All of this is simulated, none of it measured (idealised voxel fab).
Title: Process Module voxel plated lines
Section cut is 300 nm wide and gridded with 5 nm square cells.
Format of a cross-section: grid, square cells. Given as bands. Order: top down. Band: one or more rows of cells.
The entry gives the band's vertical extent as a top height and a bottom height in nm, then its horizontal make-up as materials from left to right, each with a width in nm. "air" stands for empty space; a single material marked "edge to edge" fills the band edge to edge.
Convention: height 0 is the level below which the wafer, as received, is all one material. The lowest band does not terminate at the bottom but continues downward, represented as "z 0 and below".
Read "30->40" as a graded width: first number on top, second number at the bottom, same change between each pair of neighbouring rows.
Where the words "nothing was modified" appear for a step, the cross-section shows no cell changed by that step; every cell remained as before.
Each empty space that has no open way to the top and spans at least 8 cells appears under "Closed void catalog" as width x height at distance, the distance counted from the left edge, all in nm.
It should be noted that, on the line of a given step, the content following the step's settings is a remark produced by the simulator itself with respect to that step.
On any step carrying a mask, the "overlay nm" setting, if present on the step's line, tells how far right of its planned place the mask lay; negative values point to the left.

THE STEPS PLANNED FOR THE PROCESS ARE AS FOLLOWS
1 RECEIVE with material Si
2 CONFORMAL_DEP with material Al2O3, thk nm 15
3 DIRECTIONAL_DEP with material TiN, thk nm 5
4 PATTERN with tone open, mask id LINES, material resist, width nm 25, pitch nm 55, thk nm 35, overlay nm 0
5 EPI with material Ru, thk nm 5
6 EPI with material Ru, thk nm 5
7 EPI with material Ru, thk nm 5
8 STRIP with etch materials resist
9 DIRECTIONAL_ETCH with etch materials TiN, depth nm 5
10 CONFORMAL_DEP with material SiN, thk nm 5
Split variable: thk nm, step 10. Plan value = first wafer. Wafers start alike.

CROSS-SECTION OF THE FIRST INCOMING WAFER OF SEVERAL, STATE AFTER STEP 1
    z 0 and below  Si edge to edge
    Closed void catalog: none

FIRST OF SEVERAL WAFERS IN CROSS-SECTION AT MODULE END, FOLLOWING THE FINAL STEP, STEP 10
    z 40 to 35  105 of air  35 of SiN  20 of air  35 of SiN  105 of air
    z 35 to 20  105 of air  5 of SiN  25 of Ru  5 of SiN  20 of air  5 of SiN  25 of Ru  5 of SiN  105 of air
    z 20 to 15  110 of SiN  25 of TiN  30 of SiN  25 of TiN  110 of SiN
    z 15 to 0  Al2O3 edge to edge
    z 0 and below  Si edge to edge
    Closed void catalog: none

CROSS-SECTIONAL VIEW OF THE FINAL WAFER OF SEVERAL AT THE MODULE'S END
    z 60 to 40  85 of air  130 of SiN  85 of air
    z 40 to 35  SiN edge to edge
    z 35 to 20  110 of SiN  25 of Ru  30 of SiN  25 of Ru  110 of SiN
    z 20 to 15  110 of SiN  25 of TiN  30 of SiN  25 of TiN  110 of SiN
    z 15 to 0  Al2O3 edge to edge
    z 0 and below  Si edge to edge
    Closed void catalog: none

PER WAFER, END OF MODULE: CELLS GAINED (+) OR LOST (-) PER MATERIAL SINCE RECEIPT, THEN CLOSED VOIDS
thk nm 5; +180 Al2O3; +30 Ru; +76 SiN; +10 TiN; Closed void catalog: none
thk nm 10; +180 Al2O3; +30 Ru; +152 SiN; +10 TiN; Closed void catalog: none
thk nm 15; +180 Al2O3; +30 Ru; +228 SiN; +10 TiN; Closed void catalog: none
thk nm 20; +180 Al2O3; +30 Ru; +296 SiN; +10 TiN; Closed void catalog: none
thk nm 25; +180 Al2O3; +30 Ru; +364 SiN; +10 TiN; Closed void catalog: none
